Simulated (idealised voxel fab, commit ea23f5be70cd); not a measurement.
This is a process module. Its name is voxel lift off.
Cross-section cut spans 195 nm and uses square cells 5 nm in size.
How to read a cross-section here: the picture is a grid of square cells, written as bands going from the top down, and any band can span one or more rows of cells.
Quick guide to a band line: top height, bottom height (nm) up front; then every material left to right with its width in nm. Only one material and it's marked "throughout"? Then it fills the band edge to edge. And "empty" just means empty space.
The reference from which all heights are counted is 0, the level beneath which the as-received wafer is entirely one material; the lowest band, having no lower bound, proceeds downward and is written after the example "from 0 down".
Width: "30 to 40" (first number = top row, second number = bottom row, same change from row to row of cells).
A step reported as "no change occurred" is a step in which no cell of the cross-section changed.
Closed empty spaces (no open way to the top) of 8 cells or more are what "Fully closed voids" lists, each as width x height at distance from the left edge, nm for all three.
What comes after the settings on a step's line is commentary from the simulator itself on that step.
On any step carrying a mask, the "overlay nm" setting, if present on the step's line, tells how far right of its planned place the mask lay; negative values point to the left.

Process steps - plan
1. RECEIVE: material Si
2. CONFORMAL_DEP: material SiO2, thk nm 5
3. PATTERN: tone open, mask id LINES, material resist, width nm 30, pitch nm 55, thk nm 15, overlay nm 0
4. DIRECTIONAL_DEP: material Ru, thk nm 5
5. STRIP: etch materials resist
6. CONFORMAL_DEP: material SiO2, thk nm 10

First wafer, two in total, run as planned

Wafer cross-section on receipt, i.e. after step 1
	from 0 down | Si throughout
	Fully closed voids: none

Cross-section of the wafer after step 2
	from 5 to 0 | SiO2 throughout
	All layers under 0 are left as they were.

Cross-section of the wafer after step 3
	from 20 to 5 | 55 nm resist | 30 nm empty | 25 nm resist | 30 nm empty | 55 nm resist
	All layers under 5 are left as they were.

Cross-section of the wafer after step 4
	from 25 to 20 | 55 nm Ru | 30 nm empty | 25 nm Ru | 30 nm empty | 55 nm Ru
	from 20 to 10 | 55 nm resist | 30 nm empty | 25 nm resist | 30 nm empty | 55 nm resist
	from 10 to 5 | 55 nm resist | 30 nm Ru | 25 nm resist | 30 nm Ru | 55 nm resist
	All layers under 5 are left as they were.

Cross-section of the wafer after step 5
	from 10 to 5 | 55 nm empty | 30 nm Ru | 25 nm empty | 30 nm Ru | 55 nm empty
	All layers under 5 are left as they were.

Cross-section of the wafer after step 6
	from 20 to 15 | 45 nm empty | 50 nm SiO2 | 5 nm empty | 50 nm SiO2 | 45 nm empty
	from 15 to 10 | SiO2 throughout
	from 10 to 5 | 55 nm SiO2 | 30 nm Ru | 25 nm SiO2 | 30 nm Ru | 55 nm SiO2
	All layers under 5 are left as they were.

Second wafer: same start and same plan as the first, one execution error; identical to the first through step 5

Second wafer at the planned finish of step 6, seen in cross-section
	from 25 to 20 | 40 nm empty | 115 nm SiO2 | 40 nm empty
	from 20 to 10 | SiO2 throughout
	from 10 to 5 | 55 nm SiO2 | 30 nm Ru | 25 nm SiO2 | 30 nm Ru | 55 nm SiO2
	All layers under 5 are left as they were.
Heads up, the wafer didn't run the way we planned it: in deviation from the planned setting, step 6 was conducted as CONFORMAL_DEP: material SiO2, thk nm 15
The final cell counts differ between the wafers, with the second having more or fewer of some materials than the first: SiO2: 42 more
